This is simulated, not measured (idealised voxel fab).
Process module in this document: voxel lift off
Pictured: cross-section cut, 265 nm wide, on a grid of 5 nm square cells.
This document writes a cross-section as a grid whose cells are square, and gives it as bands, listed from the top down; one or more rows of cells form a band. It is stipulated that each band's entry specify, in nanometres, the height of the top of the band and then that of its bottom, followed by the materials of the band in left-to-right sequence, each together with its width in nanometres. A single material marked by the word "all across" is understood to fill the band from edge to edge; the word "empty" is understood to denote empty space. Height datum 0, below which the as-received substrate wafer is one material. Lowest band open at the bottom, running downward: "top 0, no bottom". Per-row width for "30 to 40": begins at first number (top row of band), ends at second number (bottom row), increment between rows held constant. "nothing different" after a step means that no cell of the cross-section changed. "closed voids" means: voids of 8 cells or more that are shut off from the top with no open way through. Written width x height at distance, distance from the left edge, in nm. Anything after a step's settings on that line? It's the simulator's own note about the step. overlay nm, on a step with a mask: how far to the right of its planned place the mask lay; to the left if negative.
-- Steps planned for the process
| 1 | RECEIVE,material Si |
| 2 | CONFORMAL_DEP,material SiO2,thk nm 5 |
| 3 | PATTERN,tone open,mask id LINES,material resist,width nm 20,pitch nm 50,thk nm 30,overlay nm 0 |
| 4 | DIRECTIONAL_DEP,material Ru,thk nm 15 |
| 5 | STRIP,etch materials resist |
| 6 | CONFORMAL_DEP,material SiO2,thk nm 5 |
-- The following pertains to the first of two wafers, which was processed as planned
-- Delivered wafer in cross-section: state after step 1
	top 0, no bottom: Si all across
	closed voids: none
-- Take a look at the wafer's cross-section after step 2
	top 5, bottom 0: SiO2 all across
	Lower than 0, everything is as it was.
-- Take a look at the wafer's cross-section after step 3
	top 35, bottom 5: 95 resist, 20 empty, 30 resist, 20 empty, 100 resist
	Lower than 5, everything is as it was.
-- Take a look at the wafer's cross-section after step 4
	top 50, bottom 35: 95 Ru, 20 empty, 30 Ru, 20 empty, 100 Ru
	top 35, bottom 20: 95 resist, 20 empty, 30 resist, 20 empty, 100 resist
	top 20, bottom 5: 95 resist, 20 Ru, 30 resist, 20 Ru, 100 resist
	Lower than 5, everything is as it was.
-- Take a look at the wafer's cross-section after step 5
	top 20, bottom 5: 95 empty, 20 Ru, 30 empty, 20 Ru, 100 empty
	Lower than 5, everything is as it was.
-- Take a look at the wafer's cross-section after step 6
	top 25, bottom 20: 90 empty, 30 SiO2, 20 empty, 30 SiO2, 95 empty
	top 20, bottom 10: 90 empty, 5 SiO2, 20 Ru, 5 SiO2, 20 empty, 5 SiO2, 20 Ru, 5 SiO2, 95 empty
	top 10, bottom 5: 95 SiO2, 20 Ru, 30 SiO2, 20 Ru, 100 SiO2
	Lower than 5, everything is as it was.
-- The Second Wafer: Common Origin and Plan, One Mistake in Execution, Identical to the First Through Step 5
-- Cross-sectional view of the second wafer at the intended end time of process step 6
	top 25, bottom 10: 90 empty, 30 Ru, 20 empty, 30 Ru, 95 empty
	top 10, bottom 5: Ru all across
	Lower than 5, everything is as it was.
Deviation from plan: step 6 was not run as planned; what actually ran was CONFORMAL_DEP,material Ru,thk nm 5
The second wafer ends with more or fewer cells of some materials than the first, per final count: Ru: 65 more, SiO2: 65 fewer
